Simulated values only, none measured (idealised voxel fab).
The following process module bears the name voxel plated lines.
FYI the section here is cut, 265 nm wide, cells are 5 nm squares.
Cross-section layout: square cells on a grid; listed as bands, top to bottom; a band spans one or more cell rows.
Heads up on the band format: heights come first, top then bottom, in nm. After that it's the materials left to right, each with its width in nm. A single material flagged "throughout" fills the whole band edge to edge, and "blank" means there's empty space there.
It should be noted that heights are counted from 0, beneath which the wafer as supplied is of one material throughout, and that the lowest band possesses no lower boundary but continues downward, as written in "0..down".
You'd read "30->40" like this: the band's top row of cells is as wide as the first number, its bottom row is as wide as the second, and going down, every row changes width by the same amount as the row before did.
When a step is marked "nothing changed", none of the cells in the cross-section changed during that step.
Empty spaces counting at least 8 cells and having no open way to the top are listed in "Internal closed voids". The notation width x height at distance is used for each, the distance being from the left edge and all three values in nm.
Text after the settings on a step's line: the simulator's own remark on that step.
Each step line may optionally specify "overlay nm", which for a step with a mask gives the rightward distance between the mask's planned place and where it lay, a negative value indicating the leftward direction.

# Steps planned for the process
- 1: RECEIVE [material Si]
- 2: CONFORMAL_DEP [material SiO2] [thk nm 5]
- 3: DIRECTIONAL_DEP [material TiN] [thk nm 5]
- 4: PATTERN [tone open] [mask id LINES] [material resist] [width nm 30] [pitch nm 60] [thk nm 30] [overlay nm 0]
- 5: EPI [material Ru] [thk nm 10]
- 6: EPI [material Ru] [thk nm 10]
- 7: STRIP [etch materials resist]
- 8: DIRECTIONAL_ETCH [etch materials TiN] [depth nm 5]
- 9: CONFORMAL_DEP [material SiO2] [thk nm 10]

# Wafer, first of two, run as planned

# The cross-section here shows the wafer as received, i.e. in its state after step 1
  0..down: Si throughout
  Internal closed voids: none

# Upon completion of step 2, the wafer appears in cross-section as shown
  5..0: SiO2 throughout
  No changes below 0.

# Upon completion of step 3, the wafer appears in cross-section as shown
  10..5: TiN throughout
  No changes below 5.

# Upon completion of step 4, the wafer appears in cross-section as shown
  40..10: 85 of resist, then 30 of blank, then 30 of resist, then 30 of blank, then 90 of resist
  No changes below 10.

# Upon completion of step 5, the wafer appears in cross-section as shown
  40..20: 85 of resist, then 30 of blank, then 30 of resist, then 30 of blank, then 90 of resist
  20..10: 85 of resist, then 30 of Ru, then 30 of resist, then 30 of Ru, then 90 of resist
  No changes below 10.

# Upon completion of step 6, the wafer appears in cross-section as shown
  40..30: 85 of resist, then 30 of blank, then 30 of resist, then 30 of blank, then 90 of resist
  30..10: 85 of resist, then 30 of Ru, then 30 of resist, then 30 of Ru, then 90 of resist
  No changes below 10.

# Upon completion of step 7, the wafer appears in cross-section as shown
  30..10: 85 of blank, then 30 of Ru, then 30 of blank, then 30 of Ru, then 90 of blank
  No changes below 10.

# Upon completion of step 8, the wafer appears in cross-section as shown
  30..10: 85 of blank, then 30 of Ru, then 30 of blank, then 30 of Ru, then 90 of blank
  10..5: 85 of blank, then 30 of TiN, then 30 of blank, then 30 of TiN, then 90 of blank
  No changes below 5.

# Upon completion of step 9, the wafer appears in cross-section as shown
  40..30: 75 of blank, then 50 of SiO2, then 10 of blank, then 50 of SiO2, then 80 of blank
  30..15: 75 of blank, then 10 of SiO2, then 30 of Ru, then 10 of SiO2, then 10 of blank, then 10 of SiO2, then 30 of Ru, then 10 of SiO2, then 80 of blank
  15..10: 85 of SiO2, then 30 of Ru, then 30 of SiO2, then 30 of Ru, then 90 of SiO2
  10..5: 85 of SiO2, then 30 of TiN, then 30 of SiO2, then 30 of TiN, then 90 of SiO2
  No changes below 5.

# The remaining wafer, second of the two, started like the first and was run to the same plan, except that one mistake was made along the way; the two coincide through step 3, inclusive

# Cross-section of the second wafer when, according to plan, step 4 should have finished
  40..10: 80 of resist, then 30 of blank, then 30 of resist, then 30 of blank, then 95 of resist
  No changes below 10.

# Cross-section of the second wafer when, according to plan, step 5 should have finished
  40..20: 80 of resist, then 30 of blank, then 30 of resist, then 30 of blank, then 95 of resist
  20..10: 80 of resist, then 30 of Ru, then 30 of resist, then 30 of Ru, then 95 of resist
  No changes below 10.

# Cross-section of the second wafer when, according to plan, step 6 should have finished
  40..30: 80 of resist, then 30 of blank, then 30 of resist, then 30 of blank, then 95 of resist
  30..10: 80 of resist, then 30 of Ru, then 30 of resist, then 30 of Ru, then 95 of resist
  No changes below 10.

# Cross-section of the second wafer when, according to plan, step 7 should have finished
  30..10: 80 of blank, then 30 of Ru, then 30 of blank, then 30 of Ru, then 95 of blank
  No changes below 10.

# Cross-section of the second wafer when, according to plan, step 8 should have finished
  30..10: 80 of blank, then 30 of Ru, then 30 of blank, then 30 of Ru, then 95 of blank
  10..5: 80 of blank, then 30 of TiN, then 30 of blank, then 30 of TiN, then 95 of blank
  No changes below 5.

# Cross-section of the second wafer when, according to plan, step 9 should have finished
  40..30: 70 of blank, then 50 of SiO2, then 10 of blank, then 50 of SiO2, then 85 of blank
  30..15: 70 of blank, then 10 of SiO2, then 30 of Ru, then 10 of SiO2, then 10 of blank, then 10 of SiO2, then 30 of Ru, then 10 of SiO2, then 85 of blank
  15..10: 80 of SiO2, then 30 of Ru, then 30 of SiO2, then 30 of Ru, then 95 of SiO2
  10..5: 80 of SiO2, then 30 of TiN, then 30 of SiO2, then 30 of TiN, then 95 of SiO2
  No changes below 5.
Error vs. plan: step 4, actual vs plan mismatch, actual run PATTERN [tone open] [mask id LINES] [material resist] [width nm 30] [pitch nm 60] [thk nm 30] [overlay nm -5]
Heads up: at the end the two wafers have identical cell counts per material, they're just laid out differently.
